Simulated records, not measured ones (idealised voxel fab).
Presented below is a process module, voxel transistor to metal.
Cross-section cut: width 290 nm, square cells of 5 nm.
Notation: cross-section as square-cell grid; stated in bands, top first, going down; one or more cell rows per band. It is stipulated that each band's entry specify, in nanometres, the height of the top of the band and then that of its bottom, followed by the materials of the band in left-to-right sequence, each together with its width in nanometres. A single material marked by the word "everywhere" is understood to fill the band from edge to edge; the word "blank" is understood to denote empty space. The reference from which all heights are counted is 0, the level beneath which the as-received wafer is entirely one material; the lowest band, having no lower bound, proceeds downward and is written after the example "0..down". The two numbers in a width such as "30 to 40" mark its ends across the band: the first belongs to the top row of cells, the second to the bottom row, and from each row to the next the width moves by the same amount. A step reported as "no change" is a step in which no cell of the cross-section changed. The entry titled "Unvented cavities" provides the empty spaces that have no open way to the top, restricted to those of 8 cells or more. Each is presented as width x height at distance, the distance being measured from the left edge, with all three in nm. after a step's settings: what the simulator itself notes on the step. overlay nm: mask right of planned place by this much (step with mask). Neg. = left.
**Process steps - plan**
1,RECEIVE,material Si
2,CONFORMAL_DEP,material SiO2,thk nm 5
3,CONFORMAL_DEP,material SiN,thk nm 15
4,PATTERN,tone cover,mask id ACTIVE,material resist,width nm 105,pitch nm 125,thk nm 15,overlay nm 0
5,DIRECTIONAL_ETCH,etch materials SiN,depth nm 15
6,DIRECTIONAL_ETCH,etch materials SiO2,depth nm 5
7,DIRECTIONAL_ETCH,etch materials Si,depth nm 25
8,STRIP,etch materials resist
9,FILL_DEP,material SiO2,thk nm 15
10,CMP,height nm 20
11,SELECTIVE_ETCH,etch materials SiO2,depth nm 5
12,STRIP,etch materials SiN
13,SELECTIVE_ETCH,etch materials SiO2,depth nm 5
14,OXIDIZE,depth nm 5
15,DIRECTIONAL_DEP,material polySi,thk nm 30
16,DIRECTIONAL_DEP,material SiCN,thk nm 15
17,PATTERN,tone cover,mask id GATE,material resist,width nm 35,pitch nm 125,thk nm 15,overlay nm 0
18,DIRECTIONAL_ETCH,etch materials SiCN,depth nm 25
19,DIRECTIONAL_ETCH,etch materials polySi,depth nm 40
20,STRIP,etch materials resist
21,CONFORMAL_DEP,material SiN,thk nm 5
22,DIRECTIONAL_ETCH,etch materials SiN,depth nm 5
23,DIRECTIONAL_ETCH,etch materials SiO2,depth nm 5
24,EPI,material pSi,thk nm 5
25,FILL_DEP,material SiO2,thk nm 10
26,CMP,height nm 30
27,STRIP,etch materials polySi
28,SELECTIVE_ETCH,etch materials SiO2,depth nm 5
29,CONFORMAL_DEP,material HfO2,thk nm 5
30,CONFORMAL_DEP,material TiN,thk nm 5
31,FILL_DEP,material W,thk nm 5
32,CMP,height nm 25
33,DIRECTIONAL_DEP,material SiO2,thk nm 15
34,MASKED_ETCH,tone open,mask id CONTACT,width nm 15,etch materials SiO2,depth nm 40,overlay nm 0
35,CONFORMAL_DEP,material TiN,thk nm 5
36,FILL_DEP,material Ru,thk nm 5
37,CMP,height nm 40
38,CONFORMAL_DEP,material SiCN,thk nm 5
39,DIRECTIONAL_DEP,material SiO2,thk nm 25
40,PATTERN,tone open,mask id METAL_1,material resist,width nm 15,thk nm 20,overlay nm 0
41,DIRECTIONAL_ETCH,etch materials SiO2,depth nm 25
42,DIRECTIONAL_ETCH,etch materials SiCN,depth nm 5
43,STRIP,etch materials resist
44,CONFORMAL_DEP,material TiN,thk nm 5
45,FILL_DEP,material Ru,thk nm 10
46,CMP,height nm 70
47,CONFORMAL_DEP,material SiCN,thk nm 5
The plan's step 28 depth nm is the first wafer's value; the wafers differ in this setting and start identical.
**Here's the first of the wafers in cross-section, just as we got it, i.e. after step 1**
> 0..down | Si everywhere
> Unvented cavities: none
**Note: the following table is arranged by wafer, a row apiece. Each row reports the end-of-module state: per material, cells gained (+) or cells lost (-) compared with the wafer as received; closed voids follow**
depth nm 5 | +38 HfO2 | +48 Ru | -122 Si | +104 SiCN | +28 SiN | +580 SiO2 | +146 TiN | +24 W | +24 pSi | Unvented cavities: none
depth nm 10 | +78 HfO2 | +28 Ru | -122 Si | +104 SiCN | +28 SiN | +600 SiO2 | +106 TiN | +24 W | +24 pSi | Unvented cavities: none
depth nm 15 | +82 HfO2 | +28 Ru | -122 Si | +104 SiCN | +28 SiN | +560 SiO2 | +142 TiN | +24 W | +24 pSi | Unvented cavities: none
depth nm 20 | +86 HfO2 | +28 Ru | -122 Si | +104 SiCN | +28 SiN | +520 SiO2 | +146 TiN | +56 W | +24 pSi | Unvented cavities: none
